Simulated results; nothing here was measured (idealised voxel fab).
Process module in this document: voxel capacitor over wiring
It is cross-section cut that appears here, measuring 205 nm in width, its square cells being 5 nm in size.
Cross-section format: a grid of square cells, given as bands from top to bottom; each band is one or more rows of cells. Heights first: top, then bottom, in nm. Then materials, left to right, each with a width in nm. "all across" on a single material: fills the band edge to edge. "blank": empty space. Below 0: as-received wafer, all one material; heights counted from there. Lowest band: no bottom, goes on down, written "top 0, no bottom". The width entry "30..40" should be interpreted row by row: the top row of cells in the band takes the first number, the bottom row takes the second number, and the change between adjacent rows is uniform throughout. Key: "nothing different" - step with no changed cell in the cross-section. "Unvented voids" lists enclosed empty spaces (at least 8 cells, no open path upward to the top), each as width x height at distance from the left edge, in nm. Text after the settings on a step's line: the simulator's own remark on that step. overlay nm: for a step with a mask, the amount by which the mask lay right of where it was planned; a negative amount means left of it.

Here's what the planned process steps look like
1. RECEIVE,material Si
2. CONFORMAL_DEP,material SiO2,thk nm 10
3. CONFORMAL_DEP,material SiCN,thk nm 5
4. DIRECTIONAL_DEP,material lowk,thk nm 15
5. PATTERN,tone open,mask id METAL_1,material resist,width nm 15,pitch nm 95,thk nm 15,overlay nm 0
6. DIRECTIONAL_ETCH,etch materials lowk,depth nm 15
7. DIRECTIONAL_ETCH,etch materials SiCN,depth nm 5
8. STRIP,etch materials resist
9. CONFORMAL_DEP,material TiN,thk nm 5
10. FILL_DEP,material Cu,thk nm 5
11. CMP,height nm 30
12. EPI,material Ru,thk nm 5
13. FILL_DEP,material SiCN,thk nm 5
14. DIRECTIONAL_DEP,material lowk,thk nm 15
15. DIRECTIONAL_DEP,material aC,thk nm 15
16. PATTERN,tone open,mask id PLUG_1,material resist,width nm 15,thk nm 35,overlay nm 0
17. DIRECTIONAL_ETCH,etch materials aC,depth nm 15
18. STRIP,etch materials resist
19. DIRECTIONAL_ETCH,etch materials lowk,depth nm 15
20. DIRECTIONAL_ETCH,etch materials SiCN,depth nm 5
21. STRIP,etch materials aC
22. EPI,material Ru,thk nm 10
23. EPI,material Ru,thk nm 10
24. DIRECTIONAL_DEP,material TiN,thk nm 10
25. DIRECTIONAL_DEP,material Al2O3,thk nm 5
26. DIRECTIONAL_DEP,material TiN,thk nm 5
27. MASKED_ETCH,tone cover,mask id UPPER_PLATE,width nm 75,etch materials TiN,depth nm 5,overlay nm 0
28. MASKED_ETCH,tone cover,mask id UPPER_PLATE,width nm 75,etch materials Al2O3,depth nm 5,overlay nm 0
29. PATTERN,tone cover,mask id LOWER_PLATE,material resist,width nm 85,thk nm 20,overlay nm 0
30. DIRECTIONAL_ETCH,etch materials TiN,depth nm 10
31. STRIP,etch materials resist
32. FILL_DEP,material SiO2,thk nm 20
33. CMP,height nm 90
34. DIRECTIONAL_DEP,material aC,thk nm 10
35. PATTERN,tone open,mask id PLUG_2,material resist,width nm 15,thk nm 30,overlay nm 0
36. DIRECTIONAL_ETCH,etch materials aC,depth nm 10
37. STRIP,etch materials resist
38. DIRECTIONAL_ETCH,etch materials SiO2,depth nm 15
39. STRIP,etch materials aC
40. CONFORMAL_DEP,material TiN,thk nm 5
41. FILL_DEP,material Ru,thk nm 5
42. CMP,height nm 90
43. CONFORMAL_DEP,material SiN,thk nm 5
Keep in mind the plan's value for the width nm of step 5 comes from the first wafer; the wafers don't share that setting, but they do share the same starting point.

As-received state after step 1, first of several wafers, cross-section
    top 0, no bottom = Si all across
    Unvented voids: none

Take a look at the first of several wafers in cross-section: the module is done, and step 43 was its last step
    top 95, bottom 90 = SiN all across
    top 90, bottom 80 = 60 of SiO2 | 5 of TiN | 5 of Ru | 5 of TiN | 130 of SiO2
    top 80, bottom 70 = 60..50 of SiO2 | 15..75 of TiN | 130..80 of SiO2
    top 70, bottom 65 = 50 of SiO2 | 75 of Al2O3 | 80 of SiO2
    top 65, bottom 55 = 45 of SiO2 | 85 of TiN | 75 of SiO2
    top 55, bottom 40 = 50 of lowk | 15 of Ru | 140 of lowk
    top 40, bottom 35 = 50 of SiCN | 15 of Ru | 140 of SiCN
    top 35, bottom 30 = 40 of SiCN | 25 of Ru | 70 of SiCN | 25 of Ru | 45 of SiCN
    top 30, bottom 15 = 45 of lowk | 5 of TiN | 5 of Cu | 5 of TiN | 80 of lowk | 5 of TiN | 5 of Cu | 5 of TiN | 50 of lowk
    top 15, bottom 10 = 45 of SiCN | 15 of TiN | 80 of SiCN | 15 of TiN | 50 of SiCN
    top 10, bottom 0 = SiO2 all across
    top 0, no bottom = Si all across
    Unvented voids: none

The last wafer as seen in cross-section at the end of the module
    top 95, bottom 90 = SiN all across
    top 90, bottom 80 = 60 of SiO2 | 5 of TiN | 5 of Ru | 5 of TiN | 130 of SiO2
    top 80, bottom 70 = 60..50 of SiO2 | 15..75 of TiN | 130..80 of SiO2
    top 70, bottom 65 = 50 of SiO2 | 75 of Al2O3 | 80 of SiO2
    top 65, bottom 55 = 45 of SiO2 | 85 of TiN | 75 of SiO2
    top 55, bottom 40 = 50 of lowk | 15 of Ru | 140 of lowk
    top 40, bottom 35 = 50 of SiCN | 15 of Ru | 140 of SiCN
    top 35, bottom 30 = 30 of SiCN | 50 of Ru | 45 of SiCN | 50 of Ru | 30 of SiCN
    top 30, bottom 15 = 35 of lowk | 5 of TiN | 30 of Cu | 5 of TiN | 55 of lowk | 5 of TiN | 30 of Cu | 5 of TiN | 35 of lowk
    top 15, bottom 10 = 35 of SiCN | 40 of TiN | 55 of SiCN | 40 of TiN | 35 of SiCN
    top 10, bottom 0 = SiO2 all across
    top 0, no bottom = Si all across
    Unvented voids: none

wafer rows; end of module; cells per material since receipt: (+) gained, (-) lost; then closed voids
width nm 15 | +15 Al2O3 | +6 Cu | +24 Ru | +104 SiCN | +41 SiN | +296 SiO2 | +74 TiN | +219 lowk | Unvented voids: none
width nm 20 | +15 Al2O3 | +12 Cu | +26 Ru | +100 SiCN | +41 SiN | +296 SiO2 | +76 TiN | +213 lowk | Unvented voids: none
width nm 25 | +15 Al2O3 | +18 Cu | +28 Ru | +96 SiCN | +41 SiN | +296 SiO2 | +78 TiN | +207 lowk | Unvented voids: none
width nm 30 | +15 Al2O3 | +24 Cu | +30 Ru | +92 SiCN | +41 SiN | +296 SiO2 | +80 TiN | +201 lowk | Unvented voids: none
width nm 35 | +15 Al2O3 | +30 Cu | +32 Ru | +88 SiCN | +41 SiN | +296 SiO2 | +82 TiN | +195 lowk | Unvented voids: none
width nm 40 | +15 Al2O3 | +36 Cu | +34 Ru | +84 SiCN | +41 SiN | +296 SiO2 | +84 TiN | +189 lowk | Unvented voids: none
